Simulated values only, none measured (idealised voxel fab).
Proc. module: voxel self aligned contacts
Square cells of 5 nm make up the cross-section cut, whose width is 215 nm.
In this document a cross-section is written as a grid of square cells. It is given as a series of bands, listed from the top down, and a band is one or more rows of cells.
Heights first: top, then bottom, in nm. Then materials, left to right, each with a width in nm. "everywhere" on a single material: fills the band edge to edge. "empty": empty space.
Ref level 0: as-received wafer is one material below here. Bottom band extends down with no lower bound ("0..down").
Quick explanation for "30 to 40": the width changes in equal steps down the rows of cells, from the first number in the band's top row to the second number in its bottom row.
A step reported as "nothing altered" is a step in which no cell of the cross-section changed.
What "Sealed internal voids" gives you is every empty space of 8 cells or more that is cut off from the top. Each appears as width x height at distance, with the distance taken from the left edge and width, height and distance all in nm.
Whatever follows a step's settings on its line is a remark the simulator itself makes about that step.
Steps that use a mask can have "overlay nm" on their line. It says how far the mask sat to the right of where it was meant to be. Negative means to the left.

Process steps foreseen in the plan:
1) RECEIVE with material Si
2) OXIDIZE with depth nm 5
3) DIRECTIONAL_DEP with material polySi, thk nm 20
4) DIRECTIONAL_DEP with material SiN, thk nm 20
5) MASKED_ETCH with tone cover, mask id GATE, width nm 30, pitch nm 55, etch materials SiN, depth nm 20, overlay nm 0
6) MASKED_ETCH with tone cover, mask id GATE, width nm 30, pitch nm 55, etch materials polySi, depth nm 20, overlay nm 0
7) CONFORMAL_DEP with material SiN, thk nm 5
8) DIRECTIONAL_ETCH with etch materials SiN, depth nm 5
9) FILL_DEP with material SiO2, thk nm 15
10) CMP with height nm 50
11) MASKED_ETCH with tone open, mask id CONTACT, width nm 35, etch materials SiO2, depth nm 55, overlay nm 0
12) CONFORMAL_DEP with material TiN, thk nm 5
13) FILL_DEP with material Ru, thk nm 10
14) CMP with height nm 50
15) CONFORMAL_DEP with material SiCN, thk nm 5

Cross-section of the wafer upon arrival, representing the state reached after step 1:
	0..down | Si everywhere
	Sealed internal voids: none

The following cross-section depicts the wafer upon conclusion of the module. Processing commenced from the starting condition illustrated above and adhered to the plan illustrated above, save for one mistake in execution:
	45..40 | SiCN everywhere
	40..20 | 60 of SiO2  40 of SiN  5 of TiN  5 of Ru  5 of TiN  40 of SiN  60 of SiO2
	20..0 | 60 of SiO2  5 of SiN  30 of polySi  5 of SiN  5 of TiN  5 of Ru  5 of TiN  5 of SiN  30 of polySi  5 of SiN  60 of SiO2
	0..-5 | 100 of SiO2  15 of TiN  100 of SiO2
	-5..down | Si everywhere
	Sealed internal voids: none
Which mistake was made when the wafer was run? step 14 was not run as planned; what actually ran was CMP with height nm 40
